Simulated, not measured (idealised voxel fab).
The process module presented herein is designated voxel self aligned vias.
Cross-sectional view cut (width: 255 nm; square cell size: 5 nm).
For the purposes of this document, a cross-section shall be understood as a grid of square cells, specified as bands listed in top-to-bottom order, each band consisting of one or more rows of cells.
Band: top height; bottom height; in nm. Then, left to right: material with width in nm, for each material. "everywhere": a single material spanning edge to edge. "blank": empty space.
Height is counted from the level 0, under which the received wafer is composed throughout of one material. The lowest of the bands is not closed at the bottom but continues downward, in the notation "0..down".
The two numbers in a width such as "30->40" mark its ends across the band: the first belongs to the top row of cells, the second to the bottom row, and from each row to the next the width moves by the same amount.
What does "changes: none" mean for a step? It means no cell of the cross-section changed in that step.
Heads up: "Enclosed void listing" only lists the empty pockets with no open path to the top that are 8 cells or more, and it writes them as width x height at distance, distance from the left edge, in nm.
Heads up: the bit after the settings on a step's line is the simulator's remark on that step.
The "overlay nm" setting may appear on a step's line; for a step that uses a mask, it gives how far to the right of its planned position the mask lay, and a negative value indicates the left.

**Here's what the planned process steps look like**
1. RECEIVE,material Si
2. CONFORMAL_DEP,material SiO2,thk nm 10
3. CONFORMAL_DEP,material SiCN,thk nm 5
4. DIRECTIONAL_DEP,material lowk,thk nm 25
5. DIRECTIONAL_DEP,material aC,thk nm 10
6. PATTERN,tone open,mask id LINES,material resist,width nm 25,pitch nm 65,thk nm 25,overlay nm 0
7. DIRECTIONAL_ETCH,etch materials aC,depth nm 10
8. STRIP,etch materials resist
9. DIRECTIONAL_ETCH,etch materials lowk,depth nm 25
10. STRIP,etch materials aC
11. CONFORMAL_DEP,material TiN,thk nm 5
12. FILL_DEP,material W,thk nm 10
13. CMP,height nm 40
14. SELECTIVE_ETCH,etch materials W Ru TiN,depth nm 5
15. FILL_DEP,material SiN,thk nm 5
16. CMP,height nm 40
17. DIRECTIONAL_DEP,material lowk,thk nm 15
18. MASKED_ETCH,tone open,mask id VIAS,width nm 45,pitch nm 130,etch materials lowk,depth nm 15,overlay nm 0
19. MASKED_ETCH,tone open,mask id VIAS,width nm 45,pitch nm 130,etch materials SiN,depth nm 5,overlay nm 0
20. CONFORMAL_DEP,material TiN,thk nm 5
21. FILL_DEP,material Ru,thk nm 5
22. CMP,height nm 55
23. CONFORMAL_DEP,material SiN,thk nm 5

**Wafer as received: cross-section following step 1**
  0..down | Si everywhere
  Enclosed void listing: none

**The module was run from the start shown above using the plan shown above, but one mistake was made doing it; the resulting wafer cross-section is below**
  60..55 | SiN everywhere
  55..45 | lowk=30; TiN=5; Ru=35; TiN=5; lowk=85; TiN=5; Ru=35; TiN=5; lowk=50
  45..40 | lowk=30; TiN=25; Ru=15; TiN=5; lowk=85; TiN=25; Ru=15; TiN=5; lowk=50
  40..35 | lowk=50; TiN=25; lowk=40; SiN=25; lowk=40; TiN=25; lowk=50
  35..20 | lowk=50; TiN=5; W=15; TiN=5; lowk=40; TiN=5; W=15; TiN=5; lowk=40; TiN=5; W=15; TiN=5; lowk=50
  20..15 | lowk=50; TiN=25; lowk=40; TiN=25; lowk=40; TiN=25; lowk=50
  15..10 | SiCN everywhere
  10..0 | SiO2 everywhere
  0..down | Si everywhere
  Enclosed void listing: none
What went wrong in running the wafer? off-plan run, step 18, actual operation and settings MASKED_ETCH,tone open,mask id VIAS,width nm 45,pitch nm 130,etch materials lowk,depth nm 15,overlay nm -10
